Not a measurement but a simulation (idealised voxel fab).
Process module under the name voxel capacitor over wiring
Xsec cut, 240 nm wide, square cell size 5 nm.
If you're reading a cross-section in this doc, picture square cells in a grid; it comes to you as bands, top ones listed first down to the bottom, and a band can be one or more rows of cells.
Within each band entry, the heights of the top and of the bottom of the band appear first, in that order and in nm; the materials of the band then follow from left to right, each with its corresponding width in nm. The designation "everywhere" on a single material indicates that it fills the band from edge to edge; the designation "blank" indicates empty space.
For the purposes of this specification, 0 denotes the height below which the wafer in its as-received condition is composed wholly of one material, and the lowermost band, lacking a lower limit, extends downward without end, as expressed in "0 -> down".
Width "30->40": first value at the band's top row of cells, second value at its bottom row, equal change from row to row.
Any step labelled "stayed the same" changed none of the cells in the cross-section.
You'll see "Closed void list" listing empty spaces that have no way open to the top, as long as they're 8 cells or more; the notation is width x height at distance, where the distance is from the left edge, and all of it is in nm.
Step line, after settings: the simulator's comment on this step.
"overlay nm" denotes, for a step that has a mask, the displacement of the mask to the right of its planned place, with negative values corresponding to the left.
For the reader: what remains of this document is a series of pairs, each showing a cross-section before one process step and a cross-section after that step which reaches down only to the lowest band that changed, with the step between them and its settings set out under the pair. It should not be assumed that a pair continues from the pair above it; the pairs can come from different runs of this module on the same starting wafer, and such continuity exists only where the entry headed "Before step" says so.
-- Before step
> 0 -> down | Si everywhere
> Closed void list: none
-- Post-Step Section View
> 10 -> 0 | SiO2 everywhere
> Whatever lies below 0 is exactly as it was before.
> Closed void list: none
Going from one cross-section above to the next, the wafer undergoes CONFORMAL_DEP (material SiO2; thk nm 10)
Before step: the after view from the pair directly above serves as the before view here.
-- Post-Step Section View
> 15 -> 10 | TiN everywhere
> Whatever lies below 10 is exactly as it was before.
> Closed void list: none
Going from one cross-section above to the next, the wafer undergoes DIRECTIONAL_DEP (material TiN; thk nm 5)
Before step: the after view from the pair directly above serves as the before view here.
-- Post-Step Section View
> 30 -> 15 | W everywhere
> Whatever lies below 15 is exactly as it was before.
> Closed void list: none
Going from one cross-section above to the next, the wafer undergoes DIRECTIONAL_DEP (material W; thk nm 15)
Before step: the after view from the pair directly above serves as the before view here.
-- Post-Step Section View
> 45 -> 30 | aC everywhere
> Whatever lies below 30 is exactly as it was before.
> Closed void list: none
Going from one cross-section above to the next, the wafer undergoes DIRECTIONAL_DEP (material aC; thk nm 15)
Before step: the after view from the pair directly above serves as the before view here.
-- Post-Step Section View
> 80 -> 45 | blank (75); resist (20); blank (50); resist (20); blank (75)
> Whatever lies below 45 is exactly as it was before.
> Closed void list: none
Going from one cross-section above to the next, the wafer undergoes PATTERN (tone cover; mask id METAL_1; material resist; width nm 20; pitch nm 70; thk nm 35; overlay nm 0)
Before step: the after view from the pair directly above serves as the before view here.
-- Post-Step Section View
> 65 -> 45 | blank (75); resist (20); blank (50); resist (20); blank (75)
> 45 -> 30 | blank (75); aC (20); blank (50); aC (20); blank (75)
> Whatever lies below 30 is exactly as it was before.
> Closed void list: none
Going from one cross-section above to the next, the wafer undergoes DIRECTIONAL_ETCH (etch materials aC; depth nm 15)
Before step: the after view from the pair directly above serves as the before view here.
-- Post-Step Section View
> 45 -> 30 | blank (75); aC (20); blank (50); aC (20); blank (75)
> Whatever lies below 30 is exactly as it was before.
> Closed void list: none
Going from one cross-section above to the next, the wafer undergoes STRIP (etch materials resist)
Before step: the after view from the pair directly above serves as the before view here.
-- Post-Step Section View
> 45 -> 30 | blank (75); aC (20); blank (50); aC (20); blank (75)
> 30 -> 15 | blank (75); W (20); blank (50); W (20); blank (75)
> Whatever lies below 15 is exactly as it was before.
> Closed void list: none
Going from one cross-section above to the next, the wafer undergoes DIRECTIONAL_ETCH (etch materials W; depth nm 15)
Before step: the after view from the pair directly above serves as the before view here.
-- Post-Step Section View
> 45 -> 30 | blank (75); aC (20); blank (50); aC (20); blank (75)
> 30 -> 15 | blank (75); W (20); blank (50); W (20); blank (75)
> 15 -> 10 | blank (75); TiN (20); blank (50); TiN (20); blank (75)
> Whatever lies below 10 is exactly as it was before.
> Closed void list: none
Going from one cross-section above to the next, the wafer undergoes DIRECTIONAL_ETCH (etch materials TiN; depth nm 5)
Before step: the after view from the pair directly above serves as the before view here.
-- Post-Step Section View
> 30 -> 15 | blank (75); W (20); blank (50); W (20); blank (75)
> Whatever lies below 15 is exactly as it was before.
> Closed void list: none
Going from one cross-section above to the next, the wafer undergoes STRIP (etch materials aC)
Before step: the after view from the pair directly above serves as the before view here.
-- Post-Step Section View
> 35 -> 30 | lowk everywhere
> 30 -> 15 | lowk (75); W (20); lowk (50); W (20); lowk (75)
> 15 -> 10 | lowk (75); TiN (20); lowk (50); TiN (20); lowk (75)
> Whatever lies below 10 is exactly as it was before.
> Closed void list: none
Going from one cross-section above to the next, the wafer undergoes FILL_DEP (material lowk; thk nm 5)
Before step: the after view from the pair directly above serves as the before view here.
-- Post-Step Section View
> 30 -> 15 | lowk (75); W (20); lowk (50); W (20); lowk (75)
> Whatever lies below 15 is exactly as it was before.
> Closed void list: none
Going from one cross-section above to the next, the wafer undergoes CMP (height nm 30)
Before step: the after view from the pair directly above serves as the before view here.
-- Post-Step Section View
> 35 -> 30 | SiCN everywhere
> Whatever lies below 30 is exactly as it was before.
> Closed void list: none
Going from one cross-section above to the next, the wafer undergoes CONFORMAL_DEP (material SiCN; thk nm 5)
Before step: the after view from the pair directly above serves as the before view here.
-- Post-Step Section View
> 45 -> 35 | lowk everywhere
> Whatever lies below 35 is exactly as it was before.
> Closed void list: none
Going from one cross-section above to the next, the wafer undergoes DIRECTIONAL_DEP (material lowk; thk nm 10)
Before step: the after view from the pair directly above serves as the before view here.
-- Post-Step Section View
> 55 -> 45 | aC everywhere
> Whatever lies below 45 is exactly as it was before.
> Closed void list: none
Going from one cross-section above to the next, the wafer undergoes DIRECTIONAL_DEP (material aC; thk nm 10)
Before step: the after view from the pair directly above serves as the before view here.
-- Post-Step Section View
> 85 -> 55 | resist (80); blank (15); resist (145)
> Whatever lies below 55 is exactly as it was before.
> Closed void list: none
Going from one cross-section above to the next, the wafer undergoes PATTERN (tone open; mask id PLUG_1; material resist; width nm 15; thk nm 30; overlay nm 0)
Before step: the after view from the pair directly above serves as the before view here.
-- Post-Step Section View
> 75 -> 55 | resist (80); blank (15); resist (145)
> 55 -> 45 | aC (80); blank (15); aC (145)
> Whatever lies below 45 is exactly as it was before.
> Closed void list: none
Going from one cross-section above to the next, the wafer undergoes DIRECTIONAL_ETCH (etch materials aC; depth nm 10)
Before step: the after view from the pair directly above serves as the before view here.
-- Post-Step Section View
> 55 -> 45 | aC (80); blank (15); aC (145)
> Whatever lies below 45 is exactly as it was before.
> Closed void list: none
Going from one cross-section above to the next, the wafer undergoes STRIP (etch materials resist)
Before step: the after view from the pair directly above serves as the before view here.
-- Post-Step Section View
> 55 -> 45 | aC (80); blank (15); aC (145)
> 45 -> 35 | lowk (80); blank (15); lowk (145)
> Whatever lies below 35 is exactly as it was before.
> Closed void list: none
Going from one cross-section above to the next, the wafer undergoes DIRECTIONAL_ETCH (etch materials lowk; depth nm 10)
Before step: the after view from the pair directly above serves as the before view here.
-- Post-Step Section View
> 55 -> 45 | aC (80); blank (15); aC (145)
> 45 -> 35 | lowk (80); blank (15); lowk (145)
> 35 -> 30 | SiCN (80); blank (15); SiCN (145)
> Whatever lies below 30 is exactly as it was before.
> Closed void list: none
Going from one cross-section above to the next, the wafer undergoes DIRECTIONAL_ETCH (etch materials SiCN; depth nm 5)
Before step: the after view from the pair directly above serves as the before view here.
-- Post-Step Section View
> 45 -> 35 | lowk (80); blank (15); lowk (145)
> Whatever lies below 35 is exactly as it was before.
> Closed void list: none
Going from one cross-section above to the next, the wafer undergoes STRIP (etch materials aC)
Before step: the after view from the pair directly above serves as the before view here.
-- Post-Step Section View
> 50 -> 45 | TiN (85); blank (5); TiN (150)
> 45 -> 35 | lowk (80); TiN (5); blank (5); TiN (5); lowk (145)
> 35 -> 30 | SiCN (80); TiN (15); SiCN (145)
> Whatever lies below 30 is exactly as it was before.
> Closed void list: none
Going from one cross-section above to the next, the wafer undergoes CONFORMAL_DEP (material TiN; thk nm 5)
Before step: the after view from the pair directly above serves as the before view here.
-- Post-Step Section View
> 60 -> 50 | W everywhere
> 50 -> 45 | TiN (85); W (5); TiN (150)
> 45 -> 35 | lowk (80); TiN (5); W (5); TiN (5); lowk (145)
> Whatever lies below 35 is exactly as it was before.
> Closed void list: none
Going from one cross-section above to the next, the wafer undergoes FILL_DEP (material W; thk nm 10)
Before step: the after view from the pair directly above serves as the before view here.
-- Post-Step Section View
> 45 -> 35 | lowk (80); TiN (5); W (5); TiN (5); lowk (145)
> Whatever lies below 35 is exactly as it was before.
> Closed void list: none
Going from one cross-section above to the next, the wafer undergoes CMP (height nm 45)
Before step: the after view from the pair directly above serves as the before view here.
-- Post-Step Section View
> 50 -> 45 | TiN everywhere
> Whatever lies below 45 is exactly as it was before.
> Closed void list: none
Going from one cross-section above to the next, the wafer undergoes DIRECTIONAL_DEP (material TiN; thk nm 5)
Before step: the after view from the pair directly above serves as the before view here.
-- Post-Step Section View
> 55 -> 50 | SiN everywhere
> Whatever lies below 50 is exactly as it was before.
> Closed void list: none
Going from one cross-section above to the next, the wafer undergoes DIRECTIONAL_DEP (material SiN; thk nm 5)
Before step: the after view from the pair directly above serves as the before view here.
-- Post-Step Section View
> 65 -> 55 | TiN everywhere
> Whatever lies below 55 is exactly as it was before.
> Closed void list: none
Going from one cross-section above to the next, the wafer undergoes DIRECTIONAL_DEP (material TiN; thk nm 10)
Before step: the after view from the pair directly above serves as the before view here.
-- Post-Step Section View
> 80 -> 65 | aC everywhere
> Whatever lies below 65 is exactly as it was before.
> Closed void list: none
Going from one cross-section above to the next, the wafer undergoes DIRECTIONAL_DEP (material aC; thk nm 15)
Before step: the after view from the pair directly above serves as the before view here.
-- Post-Step Section View
> 115 -> 80 | blank (80); resist (55); blank (105)
> Whatever lies below 80 is exactly as it was before.
> Closed void list: none
Going from one cross-section above to the next, the wafer undergoes PATTERN (tone cover; mask id UPPER_PLATE; material resist; width nm 55; thk nm 35; overlay nm 0)
Before step: the after view from the pair directly above serves as the before view here.
-- Post-Step Section View
> 100 -> 80 | blank (80); resist (55); blank (105)
> 80 -> 65 | blank (80); aC (55); blank (105)
> Whatever lies below 65 is exactly as it was before.
> Closed void list: none
Going from one cross-section above to the next, the wafer undergoes DIRECTIONAL_ETCH (etch materials aC; depth nm 15)
Before step: the after view from the pair directly above serves as the before view here.
-- Post-Step Section View
> 80 -> 65 | blank (80); aC (55); blank (105)
> Whatever lies below 65 is exactly as it was before.
> Closed void list: none
Going from one cross-section above to the next, the wafer undergoes STRIP (etch materials resist)
Before step: the after view from the pair directly above serves as the before view here.
-- Post-Step Section View
> 80 -> 65 | blank (80); aC (55); blank (105)
> 65 -> 55 | blank (80); TiN (55); blank (105)
> Whatever lies below 55 is exactly as it was before.
> Closed void list: none
Going from one cross-section above to the next, the wafer undergoes DIRECTIONAL_ETCH (etch materials TiN; depth nm 10)
Before step: the after view from the pair directly above serves as the before view here.
-- Post-Step Section View
> 80 -> 65 | blank (80); aC (55); blank (105)
> 65 -> 55 | blank (80); TiN (55); blank (105)
> 55 -> 50 | blank (80); SiN (55); blank (105)
> Whatever lies below 50 is exactly as it was before.
> Closed void list: none
Going from one cross-section above to the next, the wafer undergoes DIRECTIONAL_ETCH (etch materials SiN; depth nm 5)
Before step: the after view from the pair directly above serves as the before view here.
-- Post-Step Section View
> 65 -> 55 | blank (80); TiN (55); blank (105)
> Whatever lies below 55 is exactly as it was before.
> Closed void list: none
Going from one cross-section above to the next, the wafer undergoes STRIP (etch materials aC)
Before step: the after view from the pair directly above serves as the before view here.
-- Post-Step Section View
> 80 -> 65 | blank (75); resist (65); blank (100)
> 65 -> 55 | blank (75); resist (5); TiN (55); resist (5); blank (100)
> 55 -> 50 | blank (75); resist (5); SiN (55); resist (5); blank (100)
> Whatever lies below 50 is exactly as it was before.
> Closed void list: none
Going from one cross-section above to the next, the wafer undergoes PATTERN (tone cover; mask id LOWER_PLATE; material resist; width nm 65; thk nm 15; overlay nm 0)
Before step: the after view from the pair directly above serves as the before view here.
-- Post-Step Section View
> 80 -> 65 | blank (75); resist (65); blank (100)
> 65 -> 55 | blank (75); resist (5); TiN (55); resist (5); blank (100)
> 55 -> 50 | blank (75); resist (5); SiN (55); resist (5); blank (100)
> 50 -> 45 | blank (75); TiN (65); blank (100)
> Whatever lies below 45 is exactly as it was before.
> Closed void list: none
Going from one cross-section above to the next, the wafer undergoes DIRECTIONAL_ETCH (etch materials TiN; depth nm 5)
Before step: the after view from the pair directly above serves as the before view here.
-- Post-Step Section View
> 65 -> 55 | blank (80); TiN (55); blank (105)
> 55 -> 50 | blank (80); SiN (55); blank (105)
> Whatever lies below 50 is exactly as it was before.
> Closed void list: none
Going from one cross-section above to the next, the wafer undergoes STRIP (etch materials resist)
Before step: the after view from the pair directly above serves as the before view here.
-- Post-Step Section View
> 80 -> 65 | SiO2 everywhere
> 65 -> 55 | SiO2 (80); TiN (55); SiO2 (105)
> 55 -> 50 | SiO2 (80); SiN (55); SiO2 (105)
> 50 -> 45 | SiO2 (75); TiN (65); SiO2 (100)
> Whatever lies below 45 is exactly as it was before.
> Closed void list: none
Going from one cross-section above to the next, the wafer undergoes FILL_DEP (material SiO2; thk nm 15)
Before step: the after view from the pair directly above serves as the before view here.
-- Post-Step Section View
> 75 -> 65 | SiO2 everywhere
> Whatever lies below 65 is exactly as it was before.
> Closed void list: none
Going from one cross-section above to the next, the wafer undergoes CMP (height nm 75)
Before step: the after view from the pair directly above serves as the before view here.
-- Post-Step Section View
> 95 -> 75 | resist (90); blank (15); resist (135)
> Whatever lies below 75 is exactly as it was before.
> Closed void list: none
Going from one cross-section above to the next, the wafer undergoes PATTERN (tone open; mask id PLUG_2; material resist; width nm 15; thk nm 20; overlay nm 0)
Before step: the after view from the pair directly above serves as the before view here.
-- Post-Step Section View
> 95 -> 75 | resist (90); blank (15); resist (135)
> 75 -> 65 | SiO2 (90); blank (15); SiO2 (135)
> Whatever lies below 65 is exactly as it was before.
> Closed void list: none
Going from one cross-section above to the next, the wafer undergoes DIRECTIONAL_ETCH (etch materials SiO2; depth nm 10)
Before step: the after view from the pair directly above serves as the before view here.
-- Post-Step Section View
> 75 -> 65 | SiO2 (90); blank (15); SiO2 (135)
> Whatever lies below 65 is exactly as it was before.
> Closed void list: none
Going from one cross-section above to the next, the wafer undergoes STRIP (etch materials resist)
Before step: the after view from the pair directly above serves as the before view here.
-- Post-Step Section View
> 80 -> 75 | TiN (95); blank (5); TiN (140)
> 75 -> 70 | SiO2 (90); TiN (5); blank (5); TiN (5); SiO2 (135)
> 70 -> 65 | SiO2 (90); TiN (15); SiO2 (135)
> Whatever lies below 65 is exactly as it was before.
> Closed void list: none
Going from one cross-section above to the next, the wafer undergoes CONFORMAL_DEP (material TiN; thk nm 5)
Before step: the after view from the pair directly above serves as the before view here.
-- Post-Step Section View
> 85 -> 80 | Ru everywhere
> 80 -> 75 | TiN (95); Ru (5); TiN (140)
> 75 -> 70 | SiO2 (90); TiN (5); Ru (5); TiN (5); SiO2 (135)
> Whatever lies below 70 is exactly as it was before.
> Closed void list: none
Going from one cross-section above to the next, the wafer undergoes FILL_DEP (material Ru; thk nm 5)
Before step: the after view from the pair directly above serves as the before view here.
-- Post-Step Section View
> 75 -> 70 | SiO2 (90); TiN (5); Ru (5); TiN (5); SiO2 (135)
> Whatever lies below 70 is exactly as it was before.
> Closed void list: none
Going from one cross-section above to the next, the wafer undergoes CMP (height nm 75)
Before step: the after view from the pair directly above serves as the before view here.
-- Post-Step Section View
> 80 -> 75 | SiCN everywhere
> Whatever lies below 75 is exactly as it was before.
> Closed void list: none
Going from one cross-section above to the next, the wafer undergoes CONFORMAL_DEP (material SiCN; thk nm 5)
-- Before step
> 60 -> 50 | W everywhere
> 50 -> 45 | TiN (85); W (5); TiN (150)
> 45 -> 35 | lowk (80); TiN (5); W (5); TiN (5); lowk (145)
> 35 -> 30 | SiCN (80); TiN (15); SiCN (145)
> 30 -> 15 | lowk (75); W (20); lowk (50); W (20); lowk (75)
> 15 -> 10 | lowk (75); TiN (20); lowk (50); TiN (20); lowk (75)
> 10 -> 0 | SiO2 everywhere
> 0 -> down | Si everywhere
> Closed void list: none
-- Post-Step Section View
> 65 -> 60 | TiN everywhere
> Whatever lies below 60 is exactly as it was before.
> Closed void list: none
Going from one cross-section above to the next, the wafer undergoes DIRECTIONAL_DEP (material TiN; thk nm 5)
Before step: the after view from the pair directly above serves as the before view here.
-- Post-Step Section View
> 70 -> 65 | SiN everywhere
> Whatever lies below 65 is exactly as it was before.
> Closed void list: none
Going from one cross-section above to the next, the wafer undergoes DIRECTIONAL_DEP (material SiN; thk nm 5)
Before step: the after view from the pair directly above serves as the before view here.
-- Post-Step Section View
> 80 -> 70 | TiN everywhere
> Whatever lies below 70 is exactly as it was before.
> Closed void list: none
Going from one cross-section above to the next, the wafer undergoes DIRECTIONAL_DEP (material TiN; thk nm 10)
Before step: the after view from the pair directly above serves as the before view here.
-- Post-Step Section View
> 95 -> 80 | aC everywhere
> Whatever lies below 80 is exactly as it was before.
> Closed void list: none
Going from one cross-section above to the next, the wafer undergoes DIRECTIONAL_DEP (material aC; thk nm 15)
Before step: the after view from the pair directly above serves as the before view here.
-- Post-Step Section View
> 130 -> 95 | blank (80); resist (55); blank (105)
> Whatever lies below 95 is exactly as it was before.
> Closed void list: none
Going from one cross-section above to the next, the wafer undergoes PATTERN (tone cover; mask id UPPER_PLATE; material resist; width nm 55; thk nm 35; overlay nm 0)
Before step: the after view from the pair directly above serves as the before view here.
-- Post-Step Section View
> 115 -> 95 | blank (80); resist (55); blank (105)
> 95 -> 80 | blank (80); aC (55); blank (105)
> Whatever lies below 80 is exactly as it was before.
> Closed void list: none
Going from one cross-section above to the next, the wafer undergoes DIRECTIONAL_ETCH (etch materials aC; depth nm 15)
Before step: the after view from the pair directly above serves as the before view here.
-- Post-Step Section View
> 95 -> 80 | blank (80); aC (55); blank (105)
> Whatever lies below 80 is exactly as it was before.
> Closed void list: none
Going from one cross-section above to the next, the wafer undergoes STRIP (etch materials resist)
Before step: the after view from the pair directly above serves as the before view here.
-- Post-Step Section View
> 95 -> 80 | blank (80); aC (55); blank (105)
> 80 -> 70 | blank (80); TiN (55); blank (105)
> Whatever lies below 70 is exactly as it was before.
> Closed void list: none
Going from one cross-section above to the next, the wafer undergoes DIRECTIONAL_ETCH (etch materials TiN; depth nm 10)
Before step: the after view from the pair directly above serves as the before view here.
-- Post-Step Section View
> 95 -> 80 | blank (80); aC (55); blank (105)
> 80 -> 70 | blank (80); TiN (55); blank (105)
> 70 -> 65 | blank (80); SiN (55); blank (105)
> Whatever lies below 65 is exactly as it was before.
> Closed void list: none
Going from one cross-section above to the next, the wafer undergoes DIRECTIONAL_ETCH (etch materials SiN; depth nm 5)
Before step: the after view from the pair directly above serves as the before view here.
-- Post-Step Section View
> 80 -> 70 | blank (80); TiN (55); blank (105)
> Whatever lies below 70 is exactly as it was before.
> Closed void list: none
Going from one cross-section above to the next, the wafer undergoes STRIP (etch materials aC)
Before step: the after view from the pair directly above serves as the before view here.
-- Post-Step Section View
> 95 -> 80 | blank (75); resist (65); blank (100)
> 80 -> 70 | blank (75); resist (5); TiN (55); resist (5); blank (100)
> 70 -> 65 | blank (75); resist (5); SiN (55); resist (5); blank (100)
> Whatever lies below 65 is exactly as it was before.
> Closed void list: none
Going from one cross-section above to the next, the wafer undergoes PATTERN (tone cover; mask id LOWER_PLATE; material resist; width nm 65; thk nm 15; overlay nm 0)
Before step: the after view from the pair directly above serves as the before view here.
-- Post-Step Section View
> 95 -> 80 | blank (75); resist (65); blank (100)
> 80 -> 70 | blank (75); resist (5); TiN (55); resist (5); blank (100)
> 70 -> 65 | blank (75); resist (5); SiN (55); resist (5); blank (100)
> 65 -> 60 | blank (75); TiN (65); blank (100)
> Whatever lies below 60 is exactly as it was before.
> Closed void list: none
Going from one cross-section above to the next, the wafer undergoes DIRECTIONAL_ETCH (etch materials TiN; depth nm 5)
Before step: the after view from the pair directly above serves as the before view here.
-- Post-Step Section View
> 80 -> 70 | blank (80); TiN (55); blank (105)
> 70 -> 65 | blank (80); SiN (55); blank (105)
> Whatever lies below 65 is exactly as it was before.
> Closed void list: none
Going from one cross-section above to the next, the wafer undergoes STRIP (etch materials resist)
Before step: the after view from the pair directly above serves as the before view here.
-- Post-Step Section View
> 95 -> 80 | SiO2 everywhere
> 80 -> 70 | SiO2 (80); TiN (55); SiO2 (105)
> 70 -> 65 | SiO2 (80); SiN (55); SiO2 (105)
> 65 -> 60 | SiO2 (75); TiN (65); SiO2 (100)
> Whatever lies below 60 is exactly as it was before.
> Closed void list: none
Going from one cross-section above to the next, the wafer undergoes FILL_DEP (material SiO2; thk nm 15)
Before step: the after view from the pair directly above serves as the before view here.
-- Post-Step Section View
> 75 -> 70 | SiO2 (80); TiN (55); SiO2 (105)
> Whatever lies below 70 is exactly as it was before.
> Closed void list: none
Going from one cross-section above to the next, the wafer undergoes CMP (height nm 75)
Before step: the after view from the pair directly above serves as the before view here.
-- Post-Step Section View
> 95 -> 75 | resist (90); blank (15); resist (135)
> Whatever lies below 75 is exactly as it was before.
> Closed void list: none
Going from one cross-section above to the next, the wafer undergoes PATTERN (tone open; mask id PLUG_2; material resist; width nm 15; thk nm 20; overlay nm 0)
Before step: the after view from the pair directly above serves as the before view here.
-- Post-Step Section View
> 75 -> 70 | SiO2 (80); TiN (55); SiO2 (105)
> Whatever lies below 70 is exactly as it was before.
> Closed void list: none
Going from one cross-section above to the next, the wafer undergoes STRIP (etch materials resist)
Before step: the after view from the pair directly above serves as the before view here.
-- Post-Step Section View
> 80 -> 75 | TiN everywhere
> Whatever lies below 75 is exactly as it was before.
> Closed void list: none
Going from one cross-section above to the next, the wafer undergoes CONFORMAL_DEP (material TiN; thk nm 5)
Before step: the after view from the pair directly above serves as the before view here.
-- Post-Step Section View
> 85 -> 80 | Ru everywhere
> Whatever lies below 80 is exactly as it was before.
> Closed void list: none
Going from one cross-section above to the next, the wafer undergoes FILL_DEP (material Ru; thk nm 5)
Before step: the after view from the pair directly above serves as the before view here.
-- Post-Step Section View
> 75 -> 70 | SiO2 (80); TiN (55); SiO2 (105)
> Whatever lies below 70 is exactly as it was before.
> Closed void list: none
Going from one cross-section above to the next, the wafer undergoes CMP (height nm 75)
Before step: the after view from the pair directly above serves as the before view here.
-- Post-Step Section View
> 80 -> 75 | SiCN everywhere
> Whatever lies below 75 is exactly as it was before.
> Closed void list: none
Going from one cross-section above to the next, the wafer undergoes CONFORMAL_DEP (material SiCN; thk nm 5)
-- Before step
> 50 -> 45 | TiN everywhere
> 45 -> 35 | lowk (80); TiN (5); W (5); TiN (5); lowk (145)
> 35 -> 30 | SiCN (80); TiN (15); SiCN (145)
> 30 -> 15 | lowk (75); W (20); lowk (50); W (20); lowk (75)
> 15 -> 10 | lowk (75); TiN (20); lowk (50); TiN (20); lowk (75)
> 10 -> 0 | SiO2 everywhere
> 0 -> down | Si everywhere
> Closed void list: none
-- Post-Step Section View
> 60 -> 45 | TiN everywhere
> Whatever lies below 45 is exactly as it was before.
> Closed void list: none
Going from one cross-section above to the next, the wafer undergoes DIRECTIONAL_DEP (material TiN; thk nm 10)
Before step: the after view from the pair directly above serves as the before view here.
-- Post-Step Section View
> 65 -> 60 | SiN everywhere
> Whatever lies below 60 is exactly as it was before.
> Closed void list: none
Going from one cross-section above to the next, the wafer undergoes DIRECTIONAL_DEP (material SiN; thk nm 5)
Before step: the after view from the pair directly above serves as the before view here.
-- Post-Step Section View
> 80 -> 65 | aC everywhere
> Whatever lies below 65 is exactly as it was before.
> Closed void list: none
Going from one cross-section above to the next, the wafer undergoes DIRECTIONAL_DEP (material aC; thk nm 15)
Before step: the after view from the pair directly above serves as the before view here.
-- Post-Step Section View
> 115 -> 80 | blank (80); resist (55); blank (105)
> Whatever lies below 80 is exactly as it was before.
> Closed void list: none
Going from one cross-section above to the next, the wafer undergoes PATTERN (tone cover; mask id UPPER_PLATE; material resist; width nm 55; thk nm 35; overlay nm 0)
Before step: the after view from the pair directly above serves as the before view here.
-- Post-Step Section View
> 100 -> 80 | blank (80); resist (55); blank (105)
> 80 -> 65 | blank (80); aC (55); blank (105)
> Whatever lies below 65 is exactly as it was before.
> Closed void list: none
Going from one cross-section above to the next, the wafer undergoes DIRECTIONAL_ETCH (etch materials aC; depth nm 15)
Before step: the after view from the pair directly above serves as the before view here.
-- Post-Step Section View
> 80 -> 65 | blank (80); aC (55); blank (105)
> Whatever lies below 65 is exactly as it was before.
> Closed void list: none
Going from one cross-section above to the next, the wafer undergoes STRIP (etch materials resist)
Before step: the after view from the pair directly above serves as the before view here.
-- Post-Step Section View
> 80 -> 65 | blank (80); aC (55); blank (105)
> 65 -> 60 | blank (80); SiN (55); blank (105)
> Whatever lies below 60 is exactly as it was before.
> Closed void list: none
Going from one cross-section above to the next, the wafer undergoes DIRECTIONAL_ETCH (etch materials SiN; depth nm 5)
Before step: the after view from the pair directly above serves as the before view here.
-- Post-Step Section View
> 65 -> 60 | blank (80); SiN (55); blank (105)
> Whatever lies below 60 is exactly as it was before.
> Closed void list: none
Going from one cross-section above to the next, the wafer undergoes STRIP (etch materials aC)
Before step: the after view from the pair directly above serves as the before view here.
-- Post-Step Section View
> 80 -> 65 | blank (75); resist (65); blank (100)
> 65 -> 60 | blank (75); resist (5); SiN (55); resist (5); blank (100)
> Whatever lies below 60 is exactly as it was before.
> Closed void list: none
Going from one cross-section above to the next, the wafer undergoes PATTERN (tone cover; mask id LOWER_PLATE; material resist; width nm 65; thk nm 15; overlay nm 0)
Before step: the after view from the pair directly above serves as the before view here.
-- Post-Step Section View
> 80 -> 65 | blank (75); resist (65); blank (100)
> 65 -> 60 | blank (75); resist (5); SiN (55); resist (5); blank (100)
> 60 -> 55 | blank (75); TiN (65); blank (100)
> Whatever lies below 55 is exactly as it was before.
> Closed void list: none
Going from one cross-section above to the next, the wafer undergoes DIRECTIONAL_ETCH (etch materials TiN; depth nm 5)
Before step: the after view from the pair directly above serves as the before view here.
-- Post-Step Section View
> 65 -> 60 | blank (80); SiN (55); blank (105)
> Whatever lies below 60 is exactly as it was before.
> Closed void list: none
Going from one cross-section above to the next, the wafer undergoes STRIP (etch materials resist)
Before step: the after view from the pair directly above serves as the before view here.
-- Post-Step Section View
> 80 -> 65 | SiO2 everywhere
> 65 -> 60 | SiO2 (80); SiN (55); SiO2 (105)
> 60 -> 55 | SiO2 (75); TiN (65); SiO2 (100)
> Whatever lies below 55 is exactly as it was before.
> Closed void list: none
Going from one cross-section above to the next, the wafer undergoes FILL_DEP (material SiO2; thk nm 15)
Before step: the after view from the pair directly above serves as the before view here.
-- Post-Step Section View
> 75 -> 65 | SiO2 everywhere
> Whatever lies below 65 is exactly as it was before.
> Closed void list: none
Going from one cross-section above to the next, the wafer undergoes CMP (height nm 75)
Before step: the after view from the pair directly above serves as the before view here.
-- Post-Step Section View
> 95 -> 75 | resist (90); blank (15); resist (135)
> Whatever lies below 75 is exactly as it was before.
> Closed void list: none
Going from one cross-section above to the next, the wafer undergoes PATTERN (tone open; mask id PLUG_2; material resist; width nm 15; thk nm 20; overlay nm 0)
Before step: the after view from the pair directly above serves as the before view here.
-- Post-Step Section View
> 95 -> 75 | resist (90); blank (15); resist (135)
> 75 -> 65 | SiO2 (90); blank (15); SiO2 (135)
> Whatever lies below 65 is exactly as it was before.
> Closed void list: none
Going from one cross-section above to the next, the wafer undergoes DIRECTIONAL_ETCH (etch materials SiO2; depth nm 10)
Before step: the after view from the pair directly above serves as the before view here.
-- Post-Step Section View
> 75 -> 65 | SiO2 (90); blank (15); SiO2 (135)
> Whatever lies below 65 is exactly as it was before.
> Closed void list: none
Going from one cross-section above to the next, the wafer undergoes STRIP (etch materials resist)
Before step: the after view from the pair directly above serves as the before view here.
-- Post-Step Section View
> 80 -> 75 | TiN (95); blank (5); TiN (140)
> 75 -> 70 | SiO2 (90); TiN (5); blank (5); TiN (5); SiO2 (135)
> 70 -> 65 | SiO2 (90); TiN (15); SiO2 (135)
> Whatever lies below 65 is exactly as it was before.
> Closed void list: none
Going from one cross-section above to the next, the wafer undergoes CONFORMAL_DEP (material TiN; thk nm 5)
Before step: the after view from the pair directly above serves as the before view here.
-- Post-Step Section View
> 85 -> 80 | Ru everywhere
> 80 -> 75 | TiN (95); Ru (5); TiN (140)
> 75 -> 70 | SiO2 (90); TiN (5); Ru (5); TiN (5); SiO2 (135)
> Whatever lies below 70 is exactly as it was before.
> Closed void list: none
Going from one cross-section above to the next, the wafer undergoes FILL_DEP (material Ru; thk nm 5)
Before step: the after view from the pair directly above serves as the before view here.
-- Post-Step Section View
> 75 -> 70 | SiO2 (90); TiN (5); Ru (5); TiN (5); SiO2 (135)
> Whatever lies below 70 is exactly as it was before.
> Closed void list: none
Going from one cross-section above to the next, the wafer undergoes CMP (height nm 75)
Before step: the after view from the pair directly above serves as the before view here.
-- Post-Step Section View
> 80 -> 75 | SiCN everywhere
> Whatever lies below 75 is exactly as it was before.
> Closed void list: none
Going from one cross-section above to the next, the wafer undergoes CONFORMAL_DEP (material SiCN; thk nm 5)
-- Before step
> 85 -> 80 | Ru everywhere
> 80 -> 75 | TiN (95); Ru (5); TiN (140)
> 75 -> 70 | SiO2 (90); TiN (5); Ru (5); TiN (5); SiO2 (135)
> 70 -> 65 | SiO2 (90); TiN (15); SiO2 (135)
> 65 -> 55 | SiO2 (80); TiN (55); SiO2 (105)
> 55 -> 50 | SiO2 (80); SiN (55); SiO2 (105)
> 50 -> 45 | SiO2 (75); TiN (65); SiO2 (100)
> 45 -> 35 | lowk (80); TiN (5); W (5); TiN (5); lowk (145)
> 35 -> 30 | SiCN (80); TiN (15); SiCN (145)
> 30 -> 15 | lowk (75); W (20); lowk (50); W (20); lowk (75)
> 15 -> 10 | lowk (75); TiN (20); lowk (50); TiN (20); lowk (75)
> 10 -> 0 | SiO2 everywhere
> 0 -> down | Si everywhere
> Closed void list: none
-- Post-Step Section View
> 70 -> 65 | SiO2 (90); TiN (15); SiO2 (135)
> Whatever lies below 65 is exactly as it was before.
> Closed void list: none
Going from one cross-section above to the next, the wafer undergoes CMP (height nm 70)
